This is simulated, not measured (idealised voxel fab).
The name of this process module is voxel capacitor over wiring.
The cross-section on display is named cut; it measures 265 nm wide, and its cells are 5 nm squares.
Throughout this document, each cross-section is represented as a grid of square cells and is presented as a sequence of bands enumerated from the top downward, where a band comprises one or more rows of cells. The band entry comprises the height of the band's top followed by the height of its bottom, expressed in nm, and subsequently the band's materials from left to right, each stated together with its width in nm. Where a single material is marked with the word "all across", that material fills the band from edge to edge. The word "empty" represents empty space. Beneath 0, the wafer as received is one material, and that level is where height counting begins. The lowest band goes on downward without a bottom; it is written like "0 and below". A two-number width, for instance "30->40", indicates that the width is equal to the first number in the top row of the band and to the second number in the bottom row, and that it changes by a constant amount per row of cells. "no alteration", as given for a step, is the statement that not any cell of the cross-section underwent a change during that step. Any empty space of 8 cells or more lacking an open way to the top shows up in "Closed internal voids" as width x height at distance, distance from the left edge, in nm. Past the settings on a step's line: simulator remark, on that step. A step's line can hold "overlay nm"; with a mask on that step, the setting says how far right of the planned place the mask lay, while a negative setting says it lay to the left. Layout of what follows: cross-section pairs, each bracketing one process step, the after cross-section shown only to the lowest band that changed, the step between and its settings noted under each pair. Pairs may originate in different runs of this module on the same starting wafer; a pair continues from the pair above only where its entry headed "Before the process" says so.

Before the process
> 90 down to 85 = 70 of empty | 35 of TiN | 160 of empty
> 85 down to 80 = 70 of empty | 35 of Al2O3 | 160 of empty
> 80 down to 75 = TiN all across
> 75 down to 70 = 70 of Al2O3 | 35 of TiN | 160 of Al2O3
> 70 down to 60 = 70 of TiN | 35 of Ru | 160 of TiN
> 60 down to 40 = 80 of lowk | 15 of Ru | 170 of lowk
> 40 down to 35 = 80 of SiCN | 15 of Ru | 170 of SiCN
> 35 down to 30 = 60 of SiCN | 40 of Ru | 60 of SiCN | 40 of Ru | 65 of SiCN
> 30 down to 15 = 65 of lowk | 5 of TiN | 20 of Cu | 5 of TiN | 70 of lowk | 5 of TiN | 20 of Cu | 5 of TiN | 70 of lowk
> 15 down to 10 = 65 of SiN | 30 of TiN | 70 of SiN | 30 of TiN | 70 of SiN
> 10 down to 0 = SiO2 all across
> 0 and below = Si all across
> Closed internal voids: none

Post-Step Section View
> 105 down to 90 = 80 of empty | 75 of resist | 110 of empty
> 90 down to 85 = 70 of empty | 35 of TiN | 50 of resist | 110 of empty
> 85 down to 80 = 70 of empty | 35 of Al2O3 | 50 of resist | 110 of empty
> Everything under 80 stays put, no change at all.
> Closed internal voids: none
Transition step, before and after shown above: PATTERN [tone cover] [mask id UPPER_PLATE] [material resist] [width nm 75] [thk nm 15] [overlay nm 0]

Before the process: unchanged from the after cross-section in the pair immediately above; refer to that figure.

Post-Step Section View
> 105 down to 90 = 80 of empty | 75 of resist | 110 of empty
> 90 down to 85 = 80 of empty | 25 of TiN | 50 of resist | 110 of empty
> 85 down to 80 = 70 of empty | 35 of Al2O3 | 50 of resist | 110 of empty
> 80 down to 75 = 70 of empty | 85 of TiN | 110 of empty
> Everything under 75 stays put, no change at all.
> Closed internal voids: none
Transition step, before and after shown above: DIRECTIONAL_ETCH [etch materials TiN] [depth nm 5]

Before the process: unchanged from the after cross-section in the pair immediately above; refer to that figure.

Post-Step Section View
> 105 down to 90 = 80 of empty | 75 of resist | 110 of empty
> 90 down to 85 = 80 of empty | 25 of TiN | 50 of resist | 110 of empty
> 85 down to 80 = 80 of empty | 25 of Al2O3 | 50 of resist | 110 of empty
> 80 down to 75 = 70 of empty | 85 of TiN | 110 of empty
> 75 down to 70 = 70 of empty | 35 of TiN | 50 of Al2O3 | 110 of empty
> Everything under 70 stays put, no change at all.
> Closed internal voids: none
Transition step, before and after shown above: DIRECTIONAL_ETCH [etch materials Al2O3] [depth nm 5]

Before the process: unchanged from the after cross-section in the pair immediately above; refer to that figure.

Post-Step Section View
> 90 down to 85 = 80 of empty | 25 of TiN | 160 of empty
> 85 down to 80 = 80 of empty | 25 of Al2O3 | 160 of empty
> Everything under 80 stays put, no change at all.
> Closed internal voids: none
Transition step, before and after shown above: STRIP [etch materials resist]

Before the process: unchanged from the after cross-section in the pair immediately above; refer to that figure.

Post-Step Section View
> 90 down to 85 = 80 of empty | 25 of TiN | 160 of empty
> 85 down to 80 = 80 of empty | 25 of Al2O3 | 160 of empty
> 80 down to 75 = 75 of empty | 80 of TiN | 110 of empty
> 75 down to 70 = 75 of empty | 30 of TiN | 50 of Al2O3 | 110 of empty
> 70 down to 60 = 70 of empty | 35 of Ru | 55 of TiN | 105 of empty
> Everything under 60 stays put, no change at all.
> Closed internal voids: none
Transition step, before and after shown above: MASKED_ETCH [tone cover] [mask id LOWER_PLATE] [width nm 85] [etch materials TiN] [depth nm 10] [overlay nm 0]

Before the process: unchanged from the after cross-section in the pair immediately above; refer to that figure.

Post-Step Section View
> 105 down to 90 = SiO2 all across
> 90 down to 85 = 80 of SiO2 | 25 of TiN | 160 of SiO2
> 85 down to 80 = 80 of SiO2 | 25 of Al2O3 | 160 of SiO2
> 80 down to 75 = 75 of SiO2 | 80 of TiN | 110 of SiO2
> 75 down to 70 = 75 of SiO2 | 30 of TiN | 50 of Al2O3 | 110 of SiO2
> 70 down to 60 = 70 of SiO2 | 35 of Ru | 55 of TiN | 105 of SiO2
> Everything under 60 stays put, no change at all.
> Closed internal voids: none
Transition step, before and after shown above: FILL_DEP [material SiO2] [thk nm 15]

Before the process: unchanged from the after cross-section in the pair immediately above; refer to that figure.

Post-Step Section View
> 90 down to 85 = 80 of SiO2 | 25 of TiN | 160 of SiO2
> Everything under 85 stays put, no change at all.
> Closed internal voids: none
Transition step, before and after shown above: CMP [height nm 90]

Before the process: unchanged from the after cross-section in the pair immediately above; refer to that figure.

Post-Step Section View
> 105 down to 90 = aC all across
> Everything under 90 stays put, no change at all.
> Closed internal voids: none
Transition step, before and after shown above: DIRECTIONAL_DEP [material aC] [thk nm 15]

Before the process: unchanged from the after cross-section in the pair immediately above; refer to that figure.

Post-Step Section View
> 140 down to 105 = 90 of resist | 15 of empty | 160 of resist
> Everything under 105 stays put, no change at all.
> Closed internal voids: none
Transition step, before and after shown above: PATTERN [tone open] [mask id PLUG_2] [material resist] [width nm 15] [thk nm 35] [overlay nm 0]

Before the process: unchanged from the after cross-section in the pair immediately above; refer to that figure.

Post-Step Section View
> 125 down to 105 = 90 of resist | 15 of empty | 160 of resist
> 105 down to 90 = 90 of aC | 15 of empty | 160 of aC
> Everything under 90 stays put, no change at all.
> Closed internal voids: none
Transition step, before and after shown above: DIRECTIONAL_ETCH [etch materials aC] [depth nm 15]

Before the process: unchanged from the after cross-section in the pair immediately above; refer to that figure.

Post-Step Section View
> 105 down to 90 = 90 of aC | 15 of empty | 160 of aC
> Everything under 90 stays put, no change at all.
> Closed internal voids: none
Transition step, before and after shown above: STRIP [etch materials resist]

Before the process: unchanged from the after cross-section in the pair immediately above; refer to that figure.

Post-Step Section View
> 90 down to 85 = 80 of SiO2 | 25 of TiN | 160 of SiO2
> Everything under 85 stays put, no change at all.
> Closed internal voids: none
Transition step, before and after shown above: STRIP [etch materials aC]

Before the process: unchanged from the after cross-section in the pair immediately above; refer to that figure.

Post-Step Section View
> 95 down to 90 = TiN all across
> Everything under 90 stays put, no change at all.
> Closed internal voids: none
Transition step, before and after shown above: CONFORMAL_DEP [material TiN] [thk nm 5]

Before the process: unchanged from the after cross-section in the pair immediately above; refer to that figure.

Post-Step Section View
> 105 down to 95 = Ru all across
> Everything under 95 stays put, no change at all.
> Closed internal voids: none
Transition step, before and after shown above: FILL_DEP [material Ru] [thk nm 10]

Before the process: unchanged from the after cross-section in the pair immediately above; refer to that figure.

Post-Step Section View
> 90 down to 85 = 80 of SiO2 | 25 of TiN | 160 of SiO2
> Everything under 85 stays put, no change at all.
> Closed internal voids: none
Transition step, before and after shown above: CMP [height nm 90]

Before the process: unchanged from the after cross-section in the pair immediately above; refer to that figure.

Post-Step Section View
> 95 down to 90 = SiCN all across
> Everything under 90 stays put, no change at all.
> Closed internal voids: none
Transition step, before and after shown above: CONFORMAL_DEP [material SiCN] [thk nm 5]

Before the process
> 25 down to 10 = lowk all across
> 10 down to 0 = SiO2 all across
> 0 and below = Si all across
> Closed internal voids: none

Post-Step Section View
> 30 down to 25 = SiN all across
> Everything under 25 stays put, no change at all.
> Closed internal voids: none
Transition step, before and after shown above: CONFORMAL_DEP [material SiN] [thk nm 5]

Before the process: unchanged from the after cross-section in the pair immediately above; refer to that figure.

Post-Step Section View
> 40 down to 30 = aC all across
> Everything under 30 stays put, no change at all.
> Closed internal voids: none
Transition step, before and after shown above: DIRECTIONAL_DEP [material aC] [thk nm 10]

Before the process: unchanged from the after cross-section in the pair immediately above; refer to that figure.

Post-Step Section View
> 65 down to 40 = 65 of resist | 30 of empty | 70 of resist | 30 of empty | 70 of resist
> Everything under 40 stays put, no change at all.
> Closed internal voids: none
Transition step, before and after shown above: PATTERN [tone open] [mask id METAL_1] [material resist] [width nm 30] [pitch nm 100] [thk nm 25] [overlay nm 0]

Before the process: unchanged from the after cross-section in the pair immediately above; refer to that figure.

Post-Step Section View
> 55 down to 40 = 65 of resist | 30 of empty | 70 of resist | 30 of empty | 70 of resist
> 40 down to 30 = 65 of aC | 30 of empty | 70 of aC | 30 of empty | 70 of aC
> Everything under 30 stays put, no change at all.
> Closed internal voids: none
Transition step, before and after shown above: DIRECTIONAL_ETCH [etch materials aC] [depth nm 10]

Before the process: unchanged from the after cross-section in the pair immediately above; refer to that figure.

Post-Step Section View
> 40 down to 30 = 65 of aC | 30 of empty | 70 of aC | 30 of empty | 70 of aC
> Everything under 30 stays put, no change at all.
> Closed internal voids: none
Transition step, before and after shown above: STRIP [etch materials resist]

Before the process: unchanged from the after cross-section in the pair immediately above; refer to that figure.

Post-Step Section View
> 40 down to 30 = 65 of aC | 30 of empty | 70 of aC | 30 of empty | 70 of aC
> 30 down to 25 = 65 of SiN | 30 of empty | 70 of SiN | 30 of empty | 70 of SiN
> Everything under 25 stays put, no change at all.
> Closed internal voids: none
Transition step, before and after shown above: DIRECTIONAL_ETCH [etch materials SiN] [depth nm 5]

Before the process: unchanged from the after cross-section in the pair immediately above; refer to that figure.

Post-Step Section View
> 30 down to 25 = 65 of SiN | 30 of empty | 70 of SiN | 30 of empty | 70 of SiN
> Everything under 25 stays put, no change at all.
> Closed internal voids: none
Transition step, before and after shown above: STRIP [etch materials aC]

Before the process: unchanged from the after cross-section in the pair immediately above; refer to that figure.

Post-Step Section View
> 35 down to 30 = 70 of TiN | 20 of empty | 80 of TiN | 20 of empty | 75 of TiN
> 30 down to 25 = 65 of SiN | 30 of TiN | 70 of SiN | 30 of TiN | 70 of SiN
> Everything under 25 stays put, no change at all.
> Closed internal voids: none
Transition step, before and after shown above: CONFORMAL_DEP [material TiN] [thk nm 5]

Before the process: unchanged from the after cross-section in the pair immediately above; refer to that figure.

Post-Step Section View
> 45 down to 35 = Cu all across
> 35 down to 30 = 70 of TiN | 20 of Cu | 80 of TiN | 20 of Cu | 75 of TiN
> Everything under 30 stays put, no change at all.
> Closed internal voids: none
Transition step, before and after shown above: FILL_DEP [material Cu] [thk nm 10]

Before the process: unchanged from the after cross-section in the pair immediately above; refer to that figure.

Post-Step Section View
> 30 down to 25 = 65 of SiN | 30 of TiN | 70 of SiN | 30 of TiN | 70 of SiN
> Everything under 25 stays put, no change at all.
> Closed internal voids: none
Transition step, before and after shown above: CMP [height nm 30]

Before the process: unchanged from the after cross-section in the pair immediately above; refer to that figure.

Post-Step Section View
> 35 down to 30 = 60 of empty | 40 of Ru | 60 of empty | 40 of Ru | 65 of empty
> Everything under 30 stays put, no change at all.
> Closed internal voids: none
Transition step, before and after shown above: EPI [material Ru] [thk nm 5]

Before the process: unchanged from the after cross-section in the pair immediately above; refer to that figure.

Post-Step Section View
> 40 down to 35 = SiCN all across
> 35 down to 30 = 60 of SiCN | 40 of Ru | 60 of SiCN | 40 of Ru | 65 of SiCN
> Everything under 30 stays put, no change at all.
> Closed internal voids: none
Transition step, before and after shown above: FILL_DEP [material SiCN] [thk nm 5]

Before the process: unchanged from the after cross-section in the pair immediately above; refer to that figure.

Post-Step Section View
> 60 down to 40 = lowk all across
> Everything under 40 stays put, no change at all.
> Closed internal voids: none
Transition step, before and after shown above: DIRECTIONAL_DEP [material lowk] [thk nm 20]

Before the process: unchanged from the after cross-section in the pair immediately above; refer to that figure.

Post-Step Section View
> 60 down to 40 = 80 of lowk | 15 of empty | 170 of lowk
> Everything under 40 stays put, no change at all.
> Closed internal voids: none
Transition step, before and after shown above: MASKED_ETCH [tone open] [mask id PLUG_1] [width nm 15] [etch materials lowk] [depth nm 20] [overlay nm 0]

Before the process: unchanged from the after cross-section in the pair immediately above; refer to that figure.

Post-Step Section View
> 60 down to 40 = 80 of lowk | 15 of empty | 170 of lowk
> 40 down to 35 = 80 of SiCN | 15 of empty | 170 of SiCN
> Everything under 35 stays put, no change at all.
> Closed internal voids: none
Transition step, before and after shown above: MASKED_ETCH [tone open] [mask id PLUG_1] [width nm 15] [etch materials SiCN] [depth nm 5] [overlay nm 0]

Before the process: unchanged from the after cross-section in the pair immediately above; refer to that figure.

Post-Step Section View
> 60 down to 45 = 80 of lowk | 15 of empty | 170 of lowk
> 45 down to 40 = 80 of lowk | 15 of Ru | 170 of lowk
> 40 down to 35 = 80 of SiCN | 15 of Ru | 170 of SiCN
> Everything under 35 stays put, no change at all.
> Closed internal voids: none
Transition step, before and after shown above: EPI [material Ru] [thk nm 10]

Before the process: unchanged from the after cross-section in the pair immediately above; refer to that figure.

Post-Step Section View
> 60 down to 55 = 80 of lowk | 15 of empty | 170 of lowk
> 55 down to 40 = 80 of lowk | 15 of Ru | 170 of lowk
> Everything under 40 stays put, no change at all.
> Closed internal voids: none
Transition step, before and after shown above: EPI [material Ru] [thk nm 10]

Before the process: unchanged from the after cross-section in the pair immediately above; refer to that figure.

Post-Step Section View
> 60 down to 40 = 80 of lowk | 15 of Ru | 170 of lowk
> Everything under 40 stays put, no change at all.
> Closed internal voids: none
Transition step, before and after shown above: EPI [material Ru] [thk nm 5]

Before the process: unchanged from the after cross-section in the pair immediately above; refer to that figure.

Post-Step Section View
> 70 down to 60 = TiN all across
> Everything under 60 stays put, no change at all.
> Closed internal voids: none
Transition step, before and after shown above: DIRECTIONAL_DEP [material TiN] [thk nm 10]

Before the process: unchanged from the after cross-section in the pair immediately above; refer to that figure.

Post-Step Section View
> 75 down to 70 = Al2O3 all across
> Everything under 70 stays put, no change at all.
> Closed internal voids: none
Transition step, before and after shown above: DIRECTIONAL_DEP [material Al2O3] [thk nm 5]

Before the process: unchanged from the after cross-section in the pair immediately above; refer to that figure.

Post-Step Section View
> 80 down to 75 = TiN all across
> Everything under 75 stays put, no change at all.
> Closed internal voids: none
Transition step, before and after shown above: DIRECTIONAL_DEP [material TiN] [thk nm 5]

Before the process: unchanged from the after cross-section in the pair immediately above; refer to that figure.

Post-Step Section View
> 95 down to 80 = 80 of empty | 75 of resist | 110 of empty
> Everything under 80 stays put, no change at all.
> Closed internal voids: none
Transition step, before and after shown above: PATTERN [tone cover] [mask id UPPER_PLATE] [material resist] [width nm 75] [thk nm 15] [overlay nm 0]

Before the process: unchanged from the after cross-section in the pair immediately above; refer to that figure.

Post-Step Section View
> 95 down to 80 = 80 of empty | 75 of resist | 110 of empty
> 80 down to 75 = 80 of empty | 75 of TiN | 110 of empty
> Everything under 75 stays put, no change at all.
> Closed internal voids: none
Transition step, before and after shown above: DIRECTIONAL_ETCH [etch materials TiN] [depth nm 5]

Before the process: unchanged from the after cross-section in the pair immediately above; refer to that figure.

Post-Step Section View
> 95 down to 80 = 80 of empty | 75 of resist | 110 of empty
> 80 down to 75 = 80 of empty | 75 of TiN | 110 of empty
> 75 down to 70 = 80 of empty | 75 of Al2O3 | 110 of empty
> Everything under 70 stays put, no change at all.
> Closed internal voids: none
Transition step, before and after shown above: DIRECTIONAL_ETCH [etch materials Al2O3] [depth nm 5]

Before the process: unchanged from the after cross-section in the pair immediately above; refer to that figure.

Post-Step Section View
> 80 down to 75 = 80 of empty | 75 of TiN | 110 of empty
> Everything under 75 stays put, no change at all.
> Closed internal voids: none
Transition step, before and after shown above: STRIP [etch materials resist]

Before the process: unchanged from the after cross-section in the pair immediately above; refer to that figure.

Post-Step Section View
> 80 down to 75 = 80 of empty | 75 of TiN | 110 of empty
> 75 down to 70 = 80 of empty | 75 of Al2O3 | 110 of empty
> 70 down to 60 = 75 of empty | 85 of TiN | 105 of empty
> Everything under 60 stays put, no change at all.
> Closed internal voids: none
Transition step, before and after shown above: MASKED_ETCH [tone cover] [mask id LOWER_PLATE] [width nm 85] [etch materials TiN] [depth nm 10] [overlay nm 0]

Before the process: unchanged from the after cross-section in the pair immediately above; refer to that figure.

Post-Step Section View
> 95 down to 80 = SiO2 all across
> 80 down to 75 = 80 of SiO2 | 75 of TiN | 110 of SiO2
> 75 down to 70 = 80 of SiO2 | 75 of Al2O3 | 110 of SiO2
> 70 down to 60 = 75 of SiO2 | 85 of TiN | 105 of SiO2
> Everything under 60 stays put, no change at all.
> Closed internal voids: none
Transition step, before and after shown above: FILL_DEP [material SiO2] [thk nm 15]

Before the process: unchanged from the after cross-section in the pair immediately above; refer to that figure.

Post-Step Section View
> 90 down to 80 = SiO2 all across
> Everything under 80 stays put, no change at all.
> Closed internal voids: none
Transition step, before and after shown above: CMP [height nm 90]

Before the process: unchanged from the after cross-section in the pair immediately above; refer to that figure.

Post-Step Section View
> 105 down to 90 = aC all across
> Everything under 90 stays put, no change at all.
> Closed internal voids: none
Transition step, before and after shown above: DIRECTIONAL_DEP [material aC] [thk nm 15]

Before the process: unchanged from the after cross-section in the pair immediately above; refer to that figure.

Post-Step Section View
> 140 down to 105 = 90 of resist | 15 of empty | 160 of resist
> Everything under 105 stays put, no change at all.
> Closed internal voids: none
Transition step, before and after shown above: PATTERN [tone open] [mask id PLUG_2] [material resist] [width nm 15] [thk nm 35] [overlay nm 0]

Before the process: unchanged from the after cross-section in the pair immediately above; refer to that figure.

Post-Step Section View
> 125 down to 105 = 90 of resist | 15 of empty | 160 of resist
> 105 down to 90 = 90 of aC | 15 of empty | 160 of aC
> Everything under 90 stays put, no change at all.
> Closed internal voids: none
Transition step, before and after shown above: DIRECTIONAL_ETCH [etch materials aC] [depth nm 15]

Before the process: unchanged from the after cross-section in the pair immediately above; refer to that figure.

Post-Step Section View
> 105 down to 90 = 90 of aC | 15 of empty | 160 of aC
> Everything under 90 stays put, no change at all.
> Closed internal voids: none
Transition step, before and after shown above: STRIP [etch materials resist]

Before the process: unchanged from the after cross-section in the pair immediately above; refer to that figure.

Post-Step Section View
> 105 down to 90 = 90 of aC | 15 of empty | 160 of aC
> 90 down to 80 = 90 of SiO2 | 15 of empty | 160 of SiO2
> Everything under 80 stays put, no change at all.
> Closed internal voids: none
Transition step, before and after shown above: DIRECTIONAL_ETCH [etch materials SiO2] [depth nm 10]

Before the process: unchanged from the after cross-section in the pair immediately above; refer to that figure.

Post-Step Section View
> 90 down to 80 = 90 of SiO2 | 15 of empty | 160 of SiO2
> Everything under 80 stays put, no change at all.
> Closed internal voids: none
Transition step, before and after shown above: STRIP [etch materials aC]

Before the process: unchanged from the after cross-section in the pair immediately above; refer to that figure.

Post-Step Section View
> 95 down to 90 = 95 of TiN | 5 of empty | 165 of TiN
> 90 down to 85 = 90 of SiO2 | 5 of TiN | 5 of empty | 5 of TiN | 160 of SiO2
> 85 down to 75 = 90->80 of SiO2 | 15->75 of TiN | 160->110 of SiO2
> Everything under 75 stays put, no change at all.
> Closed internal voids: none
Transition step, before and after shown above: CONFORMAL_DEP [material TiN] [thk nm 5]

Before the process: unchanged from the after cross-section in the pair immediately above; refer to that figure.

Post-Step Section View
> 105 down to 95 = Ru all across
> 95 down to 90 = 95 of TiN | 5 of Ru | 165 of TiN
> 90 down to 85 = 90 of SiO2 | 5 of TiN | 5 of Ru | 5 of TiN | 160 of SiO2
> Everything under 85 stays put, no change at all.
> Closed internal voids: none
Transition step, before and after shown above: FILL_DEP [material Ru] [thk nm 10]

Before the process: unchanged from the after cross-section in the pair immediately above; refer to that figure.

Post-Step Section View
> 90 down to 85 = 90 of SiO2 | 5 of TiN | 5 of Ru | 5 of TiN | 160 of SiO2
> Everything under 85 stays put, no change at all.
> Closed internal voids: none
Transition step, before and after shown above: CMP [height nm 90]

Before the process: unchanged from the after cross-section in the pair immediately above; refer to that figure.

Post-Step Section View
> 95 down to 90 = SiCN all across
> Everything under 90 stays put, no change at all.
> Closed internal voids: none
Transition step, before and after shown above: CONFORMAL_DEP [material SiCN] [thk nm 5]

Before the process
> 80 down to 75 = 80 of empty | 75 of TiN | 110 of empty
> 75 down to 70 = 80 of empty | 75 of Al2O3 | 110 of empty
> 70 down to 60 = TiN all across
> 60 down to 40 = 80 of lowk | 15 of Ru | 170 of lowk
> 40 down to 35 = 80 of SiCN | 15 of Ru | 170 of SiCN
> 35 down to 30 = 60 of SiCN | 40 of Ru | 60 of SiCN | 40 of Ru | 65 of SiCN
> 30 down to 15 = 65 of lowk | 5 of TiN | 20 of Cu | 5 of TiN | 70 of lowk | 5 of TiN | 20 of Cu | 5 of TiN | 70 of lowk
> 15 down to 10 = 65 of SiN | 30 of TiN | 70 of SiN | 30 of TiN | 70 of SiN
> 10 down to 0 = SiO2 all across
> 0 and below = Si all across
> Closed internal voids: none

Post-Step Section View
> 80 down to 75 = 80 of empty | 75 of TiN | 110 of empty
> 75 down to 70 = 80 of empty | 75 of Al2O3 | 110 of empty
> 70 down to 65 = 75 of empty | 85 of TiN | 105 of empty
> Everything under 65 stays put, no change at all.
> Closed internal voids: none
Transition step, before and after shown above: MASKED_ETCH [tone cover] [mask id LOWER_PLATE] [width nm 85] [etch materials TiN] [depth nm 5] [overlay nm 0]

Before the process: unchanged from the after cross-section in the pair immediately above; refer to that figure.

Post-Step Section View
> 95 down to 80 = SiO2 all across
> 80 down to 75 = 80 of SiO2 | 75 of TiN | 110 of SiO2
> 75 down to 70 = 80 of SiO2 | 75 of Al2O3 | 110 of SiO2
> 70 down to 65 = 75 of SiO2 | 85 of TiN | 105 of SiO2
> Everything under 65 stays put, no change at all.
> Closed internal voids: none
Transition step, before and after shown above: FILL_DEP [material SiO2] [thk nm 15]

Before the process: unchanged from the after cross-section in the pair immediately above; refer to that figure.

Post-Step Section View
> 90 down to 80 = SiO2 all across
> Everything under 80 stays put, no change at all.
> Closed internal voids: none
Transition step, before and after shown above: CMP [height nm 90]

Before the process: unchanged from the after cross-section in the pair immediately above; refer to that figure.

Post-Step Section View
> 105 down to 90 = aC all across
> Everything under 90 stays put, no change at all.
> Closed internal voids: none
Transition step, before and after shown above: DIRECTIONAL_DEP [material aC] [thk nm 15]

Before the process: unchanged from the after cross-section in the pair immediately above; refer to that figure.

Post-Step Section View
> 140 down to 105 = 90 of resist | 15 of empty | 160 of resist
> Everything under 105 stays put, no change at all.
> Closed internal voids: none
Transition step, before and after shown above: PATTERN [tone open] [mask id PLUG_2] [material resist] [width nm 15] [thk nm 35] [overlay nm 0]

Before the process: unchanged from the after cross-section in the pair immediately above; refer to that figure.

Post-Step Section View
> 125 down to 105 = 90 of resist | 15 of empty | 160 of resist
> 105 down to 90 = 90 of aC | 15 of empty | 160 of aC
> Everything under 90 stays put, no change at all.
> Closed internal voids: none
Transition step, before and after shown above: DIRECTIONAL_ETCH [etch materials aC] [depth nm 15]

Before the process: unchanged from the after cross-section in the pair immediately above; refer to that figure.

Post-Step Section View
> 105 down to 90 = 90 of aC | 15 of empty | 160 of aC
> Everything under 90 stays put, no change at all.
> Closed internal voids: none
Transition step, before and after shown above: STRIP [etch materials resist]

Before the process: unchanged from the after cross-section in the pair immediately above; refer to that figure.

Post-Step Section View
> 105 down to 90 = 90 of aC | 15 of empty | 160 of aC
> 90 down to 80 = 90 of SiO2 | 15 of empty | 160 of SiO2
> Everything under 80 stays put, no change at all.
> Closed internal voids: none
Transition step, before and after shown above: DIRECTIONAL_ETCH [etch materials SiO2] [depth nm 10]

Before the process: unchanged from the after cross-section in the pair immediately above; refer to that figure.

Post-Step Section View
> 90 down to 80 = 90 of SiO2 | 15 of empty | 160 of SiO2
> Everything under 80 stays put, no change at all.
> Closed internal voids: none
Transition step, before and after shown above: STRIP [etch materials aC]

Before the process: unchanged from the after cross-section in the pair immediately above; refer to that figure.

Post-Step Section View
> 95 down to 90 = 95 of TiN | 5 of empty | 165 of TiN
> 90 down to 85 = 90 of SiO2 | 5 of TiN | 5 of empty | 5 of TiN | 160 of SiO2
> 85 down to 75 = 90->80 of SiO2 | 15->75 of TiN | 160->110 of SiO2
> Everything under 75 stays put, no change at all.
> Closed internal voids: none
Transition step, before and after shown above: CONFORMAL_DEP [material TiN] [thk nm 5]

Before the process: unchanged from the after cross-section in the pair immediately above; refer to that figure.

Post-Step Section View
> 105 down to 95 = Ru all across
> 95 down to 90 = 95 of TiN | 5 of Ru | 165 of TiN
> 90 down to 85 = 90 of SiO2 | 5 of TiN | 5 of Ru | 5 of TiN | 160 of SiO2
> Everything under 85 stays put, no change at all.
> Closed internal voids: none
Transition step, before and after shown above: FILL_DEP [material Ru] [thk nm 10]

Before the process: unchanged from the after cross-section in the pair immediately above; refer to that figure.

Post-Step Section View
> 90 down to 85 = 90 of SiO2 | 5 of TiN | 5 of Ru | 5 of TiN | 160 of SiO2
> Everything under 85 stays put, no change at all.
> Closed internal voids: none
Transition step, before and after shown above: CMP [height nm 90]

Before the process: unchanged from the after cross-section in the pair immediately above; refer to that figure.

Post-Step Section View
> 95 down to 90 = SiCN all across
> Everything under 90 stays put, no change at all.
> Closed internal voids: none
Transition step, before and after shown above: CONFORMAL_DEP [material SiCN] [thk nm 5]

Before the process
> 80 down to 75 = TiN all across
> 75 down to 70 = Al2O3 all across
> 70 down to 60 = TiN all across
> 60 down to 40 = 80 of lowk | 15 of Ru | 170 of lowk
> 40 down to 35 = 80 of SiCN | 15 of Ru | 170 of SiCN
> 35 down to 30 = 60 of SiCN | 40 of Ru | 60 of SiCN | 40 of Ru | 65 of SiCN
> 30 down to 15 = 65 of lowk | 5 of TiN | 20 of Cu | 5 of TiN | 70 of lowk | 5 of TiN | 20 of Cu | 5 of TiN | 70 of lowk
> 15 down to 10 = 65 of SiN | 30 of TiN | 70 of SiN | 30 of TiN | 70 of SiN
> 10 down to 0 = SiO2 all across
> 0 and below = Si all across
> Closed internal voids: none

Post-Step Section View
> 95 down to 80 = 85 of empty | 65 of resist | 115 of empty
> Everything under 80 stays put, no change at all.
> Closed internal voids: none
Transition step, before and after shown above: PATTERN [tone cover] [mask id UPPER_PLATE] [material resist] [width nm 65] [thk nm 15] [overlay nm 0]

Before the process: unchanged from the after cross-section in the pair immediately above; refer to that figure.

Post-Step Section View
> 95 down to 80 = 85 of empty | 65 of resist | 115 of empty
> 80 down to 75 = 85 of empty | 65 of TiN | 115 of empty
> Everything under 75 stays put, no change at all.
> Closed internal voids: none
Transition step, before and after shown above: DIRECTIONAL_ETCH [etch materials TiN] [depth nm 5]

Before the process: unchanged from the after cross-section in the pair immediately above; refer to that figure.

Post-Step Section View
> 95 down to 80 = 85 of empty | 65 of resist | 115 of empty
> 80 down to 75 = 85 of empty | 65 of TiN | 115 of empty
> 75 down to 70 = 85 of empty | 65 of Al2O3 | 115 of empty
> Everything under 70 stays put, no change at all.
> Closed internal voids: none
Transition step, before and after shown above: DIRECTIONAL_ETCH [etch materials Al2O3] [depth nm 5]

Before the process: unchanged from the after cross-section in the pair immediately above; refer to that figure.

Post-Step Section View
> 80 down to 75 = 85 of empty | 65 of TiN | 115 of empty
> Everything under 75 stays put, no change at all.
> Closed internal voids: none
Transition step, before and after shown above: STRIP [etch materials resist]

Before the process: unchanged from the after cross-section in the pair immediately above; refer to that figure.

Post-Step Section View
> 80 down to 75 = 85 of empty | 65 of TiN | 115 of empty
> 75 down to 70 = 85 of empty | 65 of Al2O3 | 115 of empty
> 70 down to 60 = 75 of empty | 85 of TiN | 105 of empty
> Everything under 60 stays put, no change at all.
> Closed internal voids: none
Transition step, before and after shown above: MASKED_ETCH [tone cover] [mask id LOWER_PLATE] [width nm 85] [etch materials TiN] [depth nm 10] [overlay nm 0]

Before the process: unchanged from the after cross-section in the pair immediately above; refer to that figure.

Post-Step Section View
> 95 down to 80 = SiO2 all across
> 80 down to 75 = 85 of SiO2 | 65 of TiN | 115 of SiO2
> 75 down to 70 = 85 of SiO2 | 65 of Al2O3 | 115 of SiO2
> 70 down to 60 = 75 of SiO2 | 85 of TiN | 105 of SiO2
> Everything under 60 stays put, no change at all.
> Closed internal voids: none
Transition step, before and after shown above: FILL_DEP [material SiO2] [thk nm 15]

Before the process: unchanged from the after cross-section in the pair immediately above; refer to that figure.

Post-Step Section View
> 90 down to 80 = SiO2 all across
> Everything under 80 stays put, no change at all.
> Closed internal voids: none
Transition step, before and after shown above: CMP [height nm 90]

Before the process: unchanged from the after cross-section in the pair immediately above; refer to that figure.

Post-Step Section View
> 105 down to 90 = aC all across
> Everything under 90 stays put, no change at all.
> Closed internal voids: none
Transition step, before and after shown above: DIRECTIONAL_DEP [material aC] [thk nm 15]

Before the process: unchanged from the after cross-section in the pair immediately above; refer to that figure.

Post-Step Section View
> 140 down to 105 = 90 of resist | 15 of empty | 160 of resist
> Everything under 105 stays put, no change at all.
> Closed internal voids: none
Transition step, before and after shown above: PATTERN [tone open] [mask id PLUG_2] [material resist] [width nm 15] [thk nm 35] [overlay nm 0]

Before the process: unchanged from the after cross-section in the pair immediately above; refer to that figure.

Post-Step Section View
> 125 down to 105 = 90 of resist | 15 of empty | 160 of resist
> 105 down to 90 = 90 of aC | 15 of empty | 160 of aC
> Everything under 90 stays put, no change at all.
> Closed internal voids: none
Transition step, before and after shown above: DIRECTIONAL_ETCH [etch materials aC] [depth nm 15]

Before the process: unchanged from the after cross-section in the pair immediately above; refer to that figure.

Post-Step Section View
> 105 down to 90 = 90 of aC | 15 of empty | 160 of aC
> Everything under 90 stays put, no change at all.
> Closed internal voids: none
Transition step, before and after shown above: STRIP [etch materials resist]
